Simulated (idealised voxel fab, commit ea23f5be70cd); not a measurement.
Name of the process module below: voxel released beams
Section shown: cut. Width: 300 nm. Cell size: 5 nm, square.
A cross-section is a grid of square cells, given in bands from the top down. A band is one or more rows of cells. A band entry consists of two parts. The first gives the height of the band's top and the height of its bottom, in nm. The rest lists the band's materials from left to right, each with its width in nm. A single material labelled with the word "full width" fills the band from edge to edge, and the word "air" marks empty space. Height is counted from the level 0, under which the received wafer is composed throughout of one material. The lowest of the bands is not closed at the bottom but continues downward, in the notation "top 0, no bottom". The two numbers in a width such as "30->40" mark its ends across the band: the first belongs to the top row of cells, the second to the bottom row, and from each row to the next the width moves by the same amount. "identical to before" (step): cross-section cells unchanged, all of them. Empty spaces counting at least 8 cells and having no open way to the top are listed in "Trapped void list". The notation width x height at distance is used for each, the distance being from the left edge and all three values in nm. It should be noted that, on the line of a given step, the content following the step's settings is a remark produced by the simulator itself with respect to that step. Among the settings permitted on a step's line is "overlay nm"; applied to a step with a mask, it specifies the extent to which the mask lay to the right of its planned position, whereas a negative figure signifies a position to the left.

**The steps planned for the process are as follows**
1) RECEIVE,material Si
2) CONFORMAL_DEP,material Al2O3,thk nm 10
3) DIRECTIONAL_DEP,material SiO2,thk nm 10
4) DIRECTIONAL_DEP,material aC,thk nm 10
5) PATTERN,tone open,mask id ANCHOR,material resist,width nm 40,thk nm 25,overlay nm 0
6) DIRECTIONAL_ETCH,etch materials aC,depth nm 10
7) STRIP,etch materials resist
8) DIRECTIONAL_ETCH,etch materials SiO2,depth nm 10
9) STRIP,etch materials aC
10) CONFORMAL_DEP,material SiN,thk nm 15
11) DIRECTIONAL_DEP,material aC,thk nm 15
12) PATTERN,tone cover,mask id BEAM,material resist,width nm 90,thk nm 30,overlay nm 0
13) DIRECTIONAL_ETCH,etch materials aC,depth nm 15
14) STRIP,etch materials resist
15) DIRECTIONAL_ETCH,etch materials SiN,depth nm 15
16) STRIP,etch materials aC
17) STRIP,etch materials SiO2
For clarity, it should be stated that the wafers under discussion commence in an identical condition and differ with respect to the width nm of step 12, the plan indicating the value that the first wafer had.

**First of several wafers (as received, post step 1), cross-sectional view**
    top 0, no bottom = Si full width
    Trapped void list: none

**End of module: cross-section of the first of several wafers after step 17, the last step**
    top 35, bottom 25 = 100 air; 15 SiN; 10 air; 65 SiN; 110 air
    top 25, bottom 20 = 100 air; 90 SiN; 110 air
    top 20, bottom 10 = 100 air; 40 SiN; 160 air
    top 10, bottom 0 = Al2O3 full width
    top 0, no bottom = Si full width
    Trapped void list: none

**Here's the last wafer cross-sectioned at the end of the module**
    top 35, bottom 25 = 90 air; 25 SiN; 10 air; 80 SiN; 95 air
    top 25, bottom 20 = 90 air; 115 SiN; 95 air
    top 20, bottom 10 = 100 air; 40 SiN; 160 air
    top 10, bottom 0 = Al2O3 full width
    top 0, no bottom = Si full width
    Trapped void list: none

**Below is a per-wafer table. In it, each row describes the wafer at the end of the module by giving, for each material, the number of cells gained (+) or lost (-) since the wafer was received, and after that the closed voids of the wafer**
width nm 90, +120 Al2O3, +66 SiN, Trapped void list: none
width nm 95, +120 Al2O3, +69 SiN, Trapped void list: none
width nm 100, +120 Al2O3, +72 SiN, Trapped void list: none
width nm 105, +120 Al2O3, +75 SiN, Trapped void list: none
width nm 110, +120 Al2O3, +78 SiN, Trapped void list: none
width nm 115, +120 Al2O3, +81 SiN, Trapped void list: none
